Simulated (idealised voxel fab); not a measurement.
The process module presented herein is designated voxel tone inversion.
We display cut, a cross-section 170 nm in width whose square cells are each 5 nm.
Heads up, the way a cross-section reads in here is a grid of square cells, handed over as bands from the top down, with every band being one or more rows of cells.
Heads up on the band format: heights come first, top then bottom, in nm. After that it's the materials left to right, each with its width in nm. A single material flagged "edge to edge" fills the whole band edge to edge, and "air" means there's empty space there.
For the purposes of this specification, 0 denotes the height below which the wafer in its as-received condition is composed wholly of one material, and the lowermost band, lacking a lower limit, extends downward without end, as expressed in "z 0 and below".
Width "30->40": first value at the band's top row of cells, second value at its bottom row, equal change from row to row.
When a step is marked "all unchanged", none of the cells in the cross-section changed during that step.
This entry, "Enclosed cavities", enumerates those empty regions of no fewer than 8 cells that possess no open connection to the top. Each region is reported in the form width x height at distance, the distance being taken from the left edge, with all three quantities expressed in nm.
If you see something after the settings on a step's line, that's the simulator's own remark about that step.
The line of a step may include "overlay nm". On a step with a mask, this value is how far to the right of its planned place the mask lay. A negative value means the mask lay to the left.
LISTED BELOW ARE THE PROCESS STEPS AS PLANNED
1. RECEIVE: material Si
2. CONFORMAL_DEP: material SiN, thk nm 5
3. DIRECTIONAL_DEP: material aC, thk nm 15
4. PATTERN: tone cover, mask id POSTS, material resist, width nm 20, pitch nm 40, thk nm 20, overlay nm 0
5. DIRECTIONAL_ETCH: etch materials aC, depth nm 15
6. STRIP: etch materials resist
7. FILL_DEP: material SiO2, thk nm 5
8. CMP: height nm 20
9. STRIP: etch materials aC
CROSS-SECTION: WAFER ON ARRIVAL = AFTER STEP 1
	z 0 and below | Si edge to edge
	Enclosed cavities: none
FIRST WAFER AT THE END, AS PLANNED
	z 20 to 5 | SiO2 15, air 20, SiO2 20, air 20, SiO2 20, air 20, SiO2 20, air 20, SiO2 15
	z 5 to 0 | SiN edge to edge
	z 0 and below | Si edge to edge
	Enclosed cavities: none
SECOND WAFER THROUGH THE MODULE, SECTIONED AT THE END: SAME BEGINNING AND SAME PLAN AS THE FIRST WAFER, WITH ONE MISTAKE IN CARRYING IT OUT
	z 20 to 15 | SiO2 edge to edge
	z 15 to 0 | SiO2 15, aC 20, SiO2 20, aC 20, SiO2 20, aC 20, SiO2 20, aC 20, SiO2 15
	z 0 and below | Si edge to edge
	Enclosed cavities: none
Error vs. plan: plan step 2 skipped
The final cell counts differ between the wafers, with the second having more or fewer of some materials than the first: SiN -34 | SiO2 +34 | aC +48
